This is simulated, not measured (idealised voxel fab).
Name of the process module below: voxel wiring stack
Xsec cut, 205 nm wide, square cell size 5 nm.
Each cross-section below is a grid of square cells, stated as bands in top-down order, with one or more rows of cells making up each band.
Look at the band entry: it leads with the top's height and the bottom's height in nm. Then it lists the materials left to right, with a width in nm for each. The word "edge to edge" on a single material says that material fills the band edge to edge. The word "air" is empty space.
Counting heights begins at 0, where everything beneath is, in the wafer as received, one material. The lowest band has no bottom; it goes on downwards, as "0 nm and below" shows.
Width "30 to 40": first value at the band's top row of cells, second value at its bottom row, equal change from row to row.
What does "nothing was modified" mean for a step? It means no cell of the cross-section changed in that step.
In the "Voids lacking openings" entry, you get each enclosed empty space of 8 cells or more, one with no open way to the top, written width x height at distance, distance from the left edge, in nm.
Past the settings on a step's line: simulator remark, on that step.
"overlay nm", when on a step's line for a step with a mask, measures how far to the right of its planned place the mask lay; a negative measure means to the left.
Process steps (planned):
1. RECEIVE,material Si
2. CONFORMAL_DEP,material SiO2,thk nm 15
3. DIRECTIONAL_DEP,material TiN,thk nm 5
4. DIRECTIONAL_DEP,material W,thk nm 15
5. MASKED_ETCH,tone cover,mask id METAL_1,width nm 25,pitch nm 55,etch materials W,depth nm 15,overlay nm 0
6. MASKED_ETCH,tone cover,mask id METAL_1,width nm 25,pitch nm 55,etch materials TiN,depth nm 5,overlay nm 0
7. CONFORMAL_DEP,material SiCN,thk nm 5
8. FILL_DEP,material SiO2,thk nm 10
9. CMP,height nm 35
10. CONFORMAL_DEP,material SiCN,thk nm 5
11. DIRECTIONAL_DEP,material SiO2,thk nm 20
12. PATTERN,tone open,mask id PLUG_1,material resist,width nm 15,pitch nm 55,thk nm 15,overlay nm 0
13. DIRECTIONAL_ETCH,etch materials SiO2,depth nm 20
14. DIRECTIONAL_ETCH,etch materials SiCN,depth nm 5
15. STRIP,etch materials resist
16. CONFORMAL_DEP,material TiN,thk nm 5
17. FILL_DEP,material Cu,thk nm 5
18. CMP,height nm 60
19. CONFORMAL_DEP,material SiCN,thk nm 5
20. DIRECTIONAL_DEP,material lowk,thk nm 15
21. DIRECTIONAL_DEP,material aC,thk nm 10
22. PATTERN,tone open,mask id METAL_2,material resist,width nm 25,pitch nm 55,thk nm 25,overlay nm 0
23. DIRECTIONAL_ETCH,etch materials aC,depth nm 10
24. STRIP,etch materials resist
25. DIRECTIONAL_ETCH,etch materials lowk,depth nm 15
26. DIRECTIONAL_ETCH,etch materials SiCN,depth nm 5
27. STRIP,etch materials aC
28. CONFORMAL_DEP,material TiN,thk nm 5
29. FILL_DEP,material Cu,thk nm 10
30. CMP,height nm 80
31. CONFORMAL_DEP,material SiCN,thk nm 5
32. DIRECTIONAL_DEP,material SiO2,thk nm 15
33. PATTERN,tone open,mask id PLUG_2,material resist,width nm 15,pitch nm 55,thk nm 20,overlay nm 0
34. DIRECTIONAL_ETCH,etch materials SiO2,depth nm 15
35. DIRECTIONAL_ETCH,etch materials SiCN,depth nm 5
36. STRIP,etch materials resist
37. EPI,material Ru,thk nm 10
38. EPI,material Ru,thk nm 10
39. CONFORMAL_DEP,material SiCN,thk nm 5
40. DIRECTIONAL_DEP,material SiO2,thk nm 20
41. DIRECTIONAL_DEP,material aC,thk nm 10
42. PATTERN,tone open,mask id METAL_3,material resist,width nm 25,pitch nm 55,thk nm 25,overlay nm 0
43. DIRECTIONAL_ETCH,etch materials aC,depth nm 10
44. STRIP,etch materials resist
45. DIRECTIONAL_ETCH,etch materials SiO2,depth nm 20
46. DIRECTIONAL_ETCH,etch materials SiCN,depth nm 5
47. STRIP,etch materials aC
48. CONFORMAL_DEP,material TiN,thk nm 5
49. FILL_DEP,material Ru,thk nm 10
50. CMP,height nm 125
51. CONFORMAL_DEP,material SiN,thk nm 5
This is the cross-section of the wafer as we received it, i.e. after step 1:
> 0 nm and below | Si edge to edge
> Voids lacking openings: none
First of two wafers at the end of the module, shown in cross-section; run carried out as planned:
> 130 nm to 125 nm | SiN edge to edge
> 125 nm to 105 nm | SiO2 60; TiN 5; Ru 15; TiN 5; SiO2 30; TiN 5; Ru 15; TiN 5; SiO2 65
> 105 nm to 100 nm | SiCN 60; TiN 25; SiCN 30; TiN 25; SiCN 65
> 100 nm to 85 nm | SiO2 60; Ru 15; SiO2 40; Ru 15; SiO2 75
> 85 nm to 80 nm | SiCN 60; Ru 15; SiCN 40; Ru 15; SiCN 75
> 80 nm to 65 nm | lowk 60; TiN 5; Cu 15; TiN 5; lowk 30; TiN 5; Cu 15; TiN 5; lowk 65
> 65 nm to 60 nm | SiCN 60; TiN 25; SiCN 30; TiN 25; SiCN 65
> 60 nm to 40 nm | SiO2 60; TiN 5; Cu 5; TiN 5; SiO2 40; TiN 5; Cu 5; TiN 5; SiO2 75
> 40 nm to 35 nm | SiCN 60; TiN 15; SiCN 40; TiN 15; SiCN 75
> 35 nm to 20 nm | SiO2 55; SiCN 5; W 25; SiCN 5; SiO2 20; SiCN 5; W 25; SiCN 5; SiO2 60
> 20 nm to 15 nm | SiCN 60; TiN 25; SiCN 30; TiN 25; SiCN 65
> 15 nm to 0 nm | SiO2 edge to edge
> 0 nm and below | Si edge to edge
> Voids lacking openings: none
Cross-section at end of module for the second wafer of two, which matched the first in starting point and plan and differed by one mistake in its processing:
> 130 nm to 125 nm | SiN edge to edge
> 125 nm to 105 nm | SiO2 60; TiN 5; Ru 15; TiN 5; SiO2 30; TiN 5; Ru 15; TiN 5; SiO2 65
> 105 nm to 100 nm | SiCN 60; TiN 25; SiCN 30; TiN 25; SiCN 65
> 100 nm to 85 nm | SiO2 60; Ru 15; SiO2 40; Ru 15; SiO2 75
> 85 nm to 80 nm | SiCN 60; Ru 15; SiCN 40; Ru 15; SiCN 75
> 80 nm to 65 nm | lowk 70; TiN 5; Cu 15; TiN 5; lowk 30; TiN 5; Cu 15; TiN 5; lowk 55
> 65 nm to 60 nm | SiCN 70; TiN 25; SiCN 30; TiN 25; SiCN 55
> 60 nm to 40 nm | SiO2 60; TiN 5; Cu 5; TiN 5; SiO2 40; TiN 5; Cu 5; TiN 5; SiO2 75
> 40 nm to 35 nm | SiCN 60; TiN 15; SiCN 40; TiN 15; SiCN 75
> 35 nm to 20 nm | SiO2 55; SiCN 5; W 25; SiCN 5; SiO2 20; SiCN 5; W 25; SiCN 5; SiO2 60
> 20 nm to 15 nm | SiCN 60; TiN 25; SiCN 30; TiN 25; SiCN 65
> 15 nm to 0 nm | SiO2 edge to edge
> 0 nm and below | Si edge to edge
> Voids lacking openings: none
Deviation from plan: contrary to plan, step 22 was performed as PATTERN,tone open,mask id METAL_2,material resist,width nm 25,pitch nm 55,thk nm 25,overlay nm 10
At the close, every material occupies the same number of cells on the second wafer as on the first, only in different positions.
